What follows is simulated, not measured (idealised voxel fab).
The process module that follows is named voxel ribs on slabs.
Square cells of 5 nm make up the cross-section cut, whose width is 170 nm.
In this document a cross-section is written as a grid of square cells. It is given as a series of bands, listed from the top down, and a band is one or more rows of cells. Top, bottom (nm), then materials left to right with widths (nm); lone material tagged "edge to edge" fills the whole band edge to edge; "empty" = empty space. Where do heights start? At 0: under that level the wafer as delivered is made of one material only. And the lowest band has no floor; it just carries on downward, as in "0 -> down". Width spec "30 to 40" -> top row of cells at first value, bottom row at second value, equal per-row change in between. Step note "remains unaltered" = no cross-section cell changed. Closed void entries: empty space of 8 cells or more with no open way to the top, each as width x height at its distance from the left edge, in nm. Anything after a step's settings on that line? It's the simulator's own note about the step. overlay nm: how far to the right of its planned place the mask lay on this masked step (negative: to the left).
These are the steps we planned for the process:
- 1: RECEIVE with material Si
- 2: DIRECTIONAL_DEP with material SiO2, thk nm 30
- 3: DIRECTIONAL_DEP with material SiN, thk nm 15
- 4: PATTERN with tone cover, mask id RIB, material resist, width nm 20, thk nm 15, overlay nm 0
- 5: DIRECTIONAL_ETCH with etch materials SiN, depth nm 10
- 6: STRIP with etch materials resist
- 7: DIRECTIONAL_DEP with material aC, thk nm 15
- 8: PATTERN with tone cover, mask id SLAB, material resist, width nm 70, thk nm 35, overlay nm 0
- 9: DIRECTIONAL_ETCH with etch materials aC, depth nm 15
- 10: STRIP with etch materials resist
- 11: DIRECTIONAL_ETCH with etch materials SiN, depth nm 5
- 12: STRIP with etch materials aC
- 13: FILL_DEP with material SiO2, thk nm 20
- 14: CMP with height nm 55
- 15: DIRECTIONAL_DEP with material W, thk nm 10
- 16: DIRECTIONAL_DEP with material aC, thk nm 10
- 17: PATTERN with tone cover, mask id HEATER, material resist, width nm 30, thk nm 25, overlay nm 0
- 18: DIRECTIONAL_ETCH with etch materials aC, depth nm 10
- 19: STRIP with etch materials resist
- 20: DIRECTIONAL_ETCH with etch materials W, depth nm 10
- 21: STRIP with etch materials aC
- 22: CONFORMAL_DEP with material SiN, thk nm 5
So this is the incoming wafer in cross-section - it's already been through step 1:
* 0 -> down  Si edge to edge
* Closed void entries: none
Module complete, cross-section. Starting point and plan per above. One mistake made in running the module:
* 65 -> 55  empty=70  W=30  empty=70
* 55 -> 45  SiO2 edge to edge
* 45 -> 35  SiO2=75  SiN=20  SiO2=75
* 35 -> 30  SiO2=50  SiN=70  SiO2=50
* 30 -> 0  SiO2 edge to edge
* 0 -> down  Si edge to edge
* Closed void entries: none
Plan not followed: step 22 in the plan did not get run; it was skipped
